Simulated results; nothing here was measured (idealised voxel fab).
Process module, titled voxel self aligned contacts
Section cut is 145 nm wide and gridded with 5 nm square cells.
The cross-sections in this document take the form of a grid made of square cells. They are written out as bands, in order from top to bottom. Each band consists of one or more rows of cells. The entry gives the band's vertical extent as a top height and a bottom height in nm, then its horizontal make-up as materials from left to right, each with a width in nm. "air" stands for empty space; a single material marked "edge to edge" fills the band edge to edge. It should be noted that heights are counted from 0, beneath which the wafer as supplied is of one material throughout, and that the lowest band possesses no lower boundary but continues downward, as written in "0 nm and below". With a width like "30->40", each row of cells in the band differs from the next by the same amount, the top row carrying the first number and the bottom row the second. Take "stayed the same" at face value: in the step it is given for, the cross-section changed in none of its cells. "Non-vented voids" enumerates empty spaces isolated from the top, with no open way to it, that contain at least 8 cells, giving each as width x height at distance from the left edge, all three in nm. Note: text after step settings on the step line = simulator remark on that step. "overlay nm" on a masked step: distance the mask lay right of its planned place, negative for left.

**The following list gives the planned process steps**
step 1: RECEIVE with material Si
step 2: OXIDIZE with depth nm 5
step 3: DIRECTIONAL_DEP with material polySi, thk nm 20
step 4: DIRECTIONAL_DEP with material SiN, thk nm 25
step 5: DIRECTIONAL_DEP with material aC, thk nm 10
step 6: PATTERN with tone cover, mask id GATE, material resist, width nm 35, pitch nm 75, thk nm 25, overlay nm 0
step 7: DIRECTIONAL_ETCH with etch materials aC, depth nm 5
step 8: STRIP with etch materials resist
step 9: DIRECTIONAL_ETCH with etch materials SiN, depth nm 25
step 10: DIRECTIONAL_ETCH with etch materials polySi, depth nm 20
step 11: STRIP with etch materials aC
step 12: CONFORMAL_DEP with material SiN, thk nm 10
step 13: DIRECTIONAL_ETCH with etch materials SiN, depth nm 10
step 14: FILL_DEP with material SiO2, thk nm 15
step 15: CMP with height nm 55
step 16: MASKED_ETCH with tone open, mask id CONTACT, width nm 50, etch materials SiO2, depth nm 60, overlay nm 0
step 17: CONFORMAL_DEP with material TiN, thk nm 5
step 18: FILL_DEP with material Ru, thk nm 5
step 19: CMP with height nm 55
step 20: CONFORMAL_DEP with material SiCN, thk nm 5
Split variable: depth nm, step 7. Plan value = first wafer. Wafers start alike.

**Cross-section of the first incoming wafer of several, state after step 1**
  0 nm and below = Si edge to edge
  Non-vented voids: none

**Below: a row per wafer. Contents at end of module: for every material, cells gained since receipt (+) or lost since receipt (-); then closed voids**
depth nm 5; +8 Ru; -29 Si; +29 SiCN; +145 SiN; +67 SiO2; +12 TiN; +116 polySi; Non-vented voids: none
depth nm 10; +28 Ru; -29 Si; +29 SiCN; +142 SiN; +90 SiO2; +32 TiN; +56 polySi; Non-vented voids: none
depth nm 15; +28 Ru; -29 Si; +29 SiCN; +142 SiN; +90 SiO2; +32 TiN; +56 polySi; Non-vented voids: none
depth nm 20; +28 Ru; -29 Si; +29 SiCN; +142 SiN; +90 SiO2; +32 TiN; +56 polySi; Non-vented voids: none
depth nm 25; +28 Ru; -29 Si; +29 SiCN; +142 SiN; +90 SiO2; +32 TiN; +56 polySi; Non-vented voids: none
